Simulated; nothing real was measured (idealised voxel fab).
Proc. module: voxel lift off
Shown is cross-section cut, with a width of 140 nm and square cells of size 5 nm.
Cross-section spec: square-cell grid; bands listed top down; each band is one or more rows. Band: top height; bottom height; in nm. Then, left to right: material with width in nm, for each material. "everywhere": a single material spanning edge to edge. "empty": empty space. Zero point of the height axis is 0; under it, received wafer = one material. Lowest band: continues down indefinitely, "0..down". A two-number width, for instance "30 to 40", indicates that the width is equal to the first number in the top row of the band and to the second number in the bottom row, and that it changes by a constant amount per row of cells. "no modifications", as given for a step, is the statement that not any cell of the cross-section underwent a change during that step. "Closed cavities": empty spaces of 8 cells or more with no open way to the top, each given as width x height at distance, distance from the left edge, all in nm. On each step's line, the part that comes after the settings is the simulator's own comment on the step. On any step carrying a mask, the "overlay nm" setting, if present on the step's line, tells how far right of its planned place the mask lay; negative values point to the left.

-- Planned step list for the process
step 1: RECEIVE,material Si
step 2: CONFORMAL_DEP,material Al2O3,thk nm 5
step 3: PATTERN,tone open,mask id LINES,material resist,width nm 20,pitch nm 45,thk nm 20,overlay nm 0
step 4: DIRECTIONAL_DEP,material Ru,thk nm 5
step 5: STRIP,etch materials resist
step 6: CONFORMAL_DEP,material SiCN,thk nm 5

-- Shown in cross-section is the wafer as received, that is, as it stands after step 1
    0..down  Si everywhere
    Closed cavities: none

-- Result of the module, cross-sectioned: start per above, plan per above, one error in how it was run
    15..10  SiCN=20, empty=10, SiCN=35, empty=10, SiCN=35, empty=10, SiCN=20
    10..5  Ru=15, SiCN=20, Ru=25, SiCN=20, Ru=25, SiCN=20, Ru=15
    5..0  Al2O3 everywhere
    0..down  Si everywhere
    Closed cavities: none
Short version of what went wrong: contrary to plan, step 3 was performed as PATTERN,tone cover,mask id LINES,material resist,width nm 20,pitch nm 45,thk nm 20,overlay nm 0
